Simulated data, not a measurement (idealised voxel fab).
Presented below is a process module, voxel spacer lines.
265 nm wide, 5 nm square cells: that's cross-section cut.
When this document writes out a cross-section, it uses a grid of square cells and lists it as bands, beginning at the top and moving down, with a band standing for one or more rows of cells. Heights first: top, then bottom, in nm. Then materials, left to right, each with a width in nm. "everywhere" on a single material: fills the band edge to edge. "air": empty space. All heights in this document are referenced to 0, defined as the level beneath which the wafer, as received, consists entirely of one material. The lowest band is not bounded below; it extends indefinitely downward and is written in the form "0 down". A width given as "30..40" starts at the first number in the band's top row and ends at the second number in its bottom row, shifting by an equal amount at every step from row to row. "everything unchanged" after a step means that no cell of the cross-section changed. Entry "Sealed internal cavities". Content: empty spaces with no open connection to the top, size 8 cells or greater. Each: width x height at distance. Distance: from left edge. Unit: nm. Text after the settings on a step's line: the simulator's own remark on that step. The optional step-line setting "overlay nm" applies to steps with a mask and quantifies how far to the right of its planned location the mask lay, a negative value indicating leftward placement.
-- Steps in the process plan
1) RECEIVE | material Si
2) CONFORMAL_DEP | material Al2O3 | thk nm 5
3) DIRECTIONAL_DEP | material W | thk nm 20
4) DIRECTIONAL_DEP | material polySi | thk nm 25
5) PATTERN | tone cover | mask id MANDREL | material resist | width nm 25 | pitch nm 80 | thk nm 30 | overlay nm 0
6) DIRECTIONAL_ETCH | etch materials polySi | depth nm 25
7) STRIP | etch materials resist
8) CONFORMAL_DEP | material SiN | thk nm 5
9) DIRECTIONAL_ETCH | etch materials SiN | depth nm 15
10) STRIP | etch materials polySi
11) DIRECTIONAL_ETCH | etch materials W | depth nm 20
12) STRIP | etch materials SiN
13) FILL_DEP | material SiO2 | thk nm 5
14) CMP | height nm 25
varied across the wafers: thk nm of step 8. The plan shows the first wafer's value. All wafers start alike
-- Cross-section of the first of several received wafers, showing its state after step 1
    0 down: Si everywhere
    Sealed internal cavities: none
-- End-of-module cross-section, first of several wafers, after last step 14
    25 to 5: 35 nm SiO2, then 5 nm W, then 25 nm SiO2, then 5 nm W, then 45 nm SiO2, then 5 nm W, then 25 nm SiO2, then 5 nm W, then 45 nm SiO2, then 5 nm W, then 25 nm SiO2, then 5 nm W, then 35 nm SiO2
    5 to 0: Al2O3 everywhere
    0 down: Si everywhere
    Sealed internal cavities: none
-- Last-wafer cross-section at the end of the module
    25 to 5: W everywhere
    5 to 0: Al2O3 everywhere
    0 down: Si everywhere
    Sealed internal cavities: none
-- Rows = wafers. At module end, each row lists per material the cells gained (+) or lost (-) since the wafer was received, then the closed voids
thk nm 5; +53 Al2O3; +188 SiO2; +24 W; Sealed internal cavities: none
thk nm 10; +53 Al2O3; +164 SiO2; +48 W; Sealed internal cavities: none
thk nm 15; +53 Al2O3; +140 SiO2; +72 W; Sealed internal cavities: none
thk nm 20; +53 Al2O3; +212 W; Sealed internal cavities: none
thk nm 25; +53 Al2O3; +212 W; Sealed internal cavities: none
thk nm 30; +53 Al2O3; +212 W; Sealed internal cavities: none
